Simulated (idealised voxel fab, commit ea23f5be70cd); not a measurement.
process module | voxel self aligned vias
cross-section cut | 235 nm wide | cells 5 nm
A cross-section is a grid of square cells, given in bands from the top down. A band is one or more rows of cells.
Each band's line starts with the height of the band's top and of its bottom, in nm. Then come its materials from left to right, each with its width in nm. One material with "throughout" fills the band from edge to edge. "air" is empty space.
Height 0 is the level under which the wafer as received is all one material. The lowest band goes on downwards, as in "0 down".
A width such as "30 to 40" changes by the same amount from each row of cells to the next, from the band's top row to its bottom row.
"no change" after a step means that no cell of the cross-section changed.
closed voids: empty space of 8 cells or more with no open way to the top, each as width x height at its distance from the left edge, in nm
after a step's settings: what the simulator itself notes on the step
overlay nm, on a step with a mask: how far to the right of its planned place the mask lay; to the left if negative
plan
1 op RECEIVE | material Si
2 op CONFORMAL_DEP | material SiO2 | thk nm 10
3 op CONFORMAL_DEP | material SiCN | thk nm 5
4 op DIRECTIONAL_DEP | material lowk | thk nm 30
5 op DIRECTIONAL_DEP | material aC | thk nm 10
6 op PATTERN | tone open | mask id LINES | material resist | width nm 20 | pitch nm 45 | thk nm 25 | overlay nm 0
7 op DIRECTIONAL_ETCH | etch materials aC | depth nm 10
8 op STRIP | etch materials resist
9 op DIRECTIONAL_ETCH | etch materials lowk | depth nm 30
10 op STRIP | etch materials aC
11 op CONFORMAL_DEP | material TiN | thk nm 5
12 op FILL_DEP | material W | thk nm 5
13 op CMP | height nm 45
14 op SELECTIVE_ETCH | etch materials W Ru TiN | depth nm 10
15 op FILL_DEP | material SiN | thk nm 10
16 op CMP | height nm 45
17 op DIRECTIONAL_DEP | material lowk | thk nm 20
18 op MASKED_ETCH | tone open | mask id VIAS | width nm 30 | etch materials lowk | depth nm 20 | overlay nm 0
19 op MASKED_ETCH | tone open | mask id VIAS | width nm 30 | etch materials SiN | depth nm 10 | overlay nm 0
20 op CONFORMAL_DEP | material TiN | thk nm 5
21 op FILL_DEP | material Cu | thk nm 5
22 op CMP | height nm 65
23 op CONFORMAL_DEP | material SiCN | thk nm 5
as received, after step 1
  0 down: Si throughout
  closed voids: none
first wafer at the end, as planned
  70 to 65: SiCN throughout
  65 to 50: lowk 80 | TiN 5 | Cu 20 | TiN 5 | lowk 125
  50 to 45: lowk 80 | TiN 10 | Cu 10 | TiN 10 | lowk 125
  45 to 40: lowk 85 | TiN 5 | Cu 10 | TiN 5 | lowk 25 | SiN 20 | lowk 85
  40 to 35: lowk 85 | TiN 20 | lowk 25 | SiN 20 | lowk 85
  35 to 20: lowk 85 | TiN 5 | W 10 | TiN 5 | lowk 25 | TiN 5 | W 10 | TiN 5 | lowk 85
  20 to 15: lowk 85 | TiN 20 | lowk 25 | TiN 20 | lowk 85
  15 to 10: SiCN throughout
  10 to 0: SiO2 throughout
  0 down: Si throughout
  closed voids: none
second wafer at the end: like start, like plan, one mistake
  70 to 65: SiCN throughout
  65 to 45: lowk 80 | TiN 5 | Cu 20 | TiN 5 | lowk 125
  45 to 40: lowk 80 | TiN 5 | Cu 20 | TiN 5 | lowk 20 | SiN 20 | lowk 85
  40 to 35: lowk 80 | TiN 30 | lowk 20 | SiN 20 | lowk 85
  35 to 25: lowk 80 | TiN 10 | W 10 | TiN 10 | lowk 20 | TiN 5 | W 10 | TiN 5 | lowk 85
  25 to 20: lowk 85 | TiN 5 | W 10 | TiN 5 | lowk 25 | TiN 5 | W 10 | TiN 5 | lowk 85
  20 to 15: lowk 85 | TiN 20 | lowk 25 | TiN 20 | lowk 85
  15 to 10: SiCN throughout
  10 to 0: SiO2 throughout
  0 down: Si throughout
  closed voids: none
what went wrong: step 18 was run twice
at the end the second wafer has, in cells: 4 more of Cu | 4 more of TiN | 8 fewer of lowk
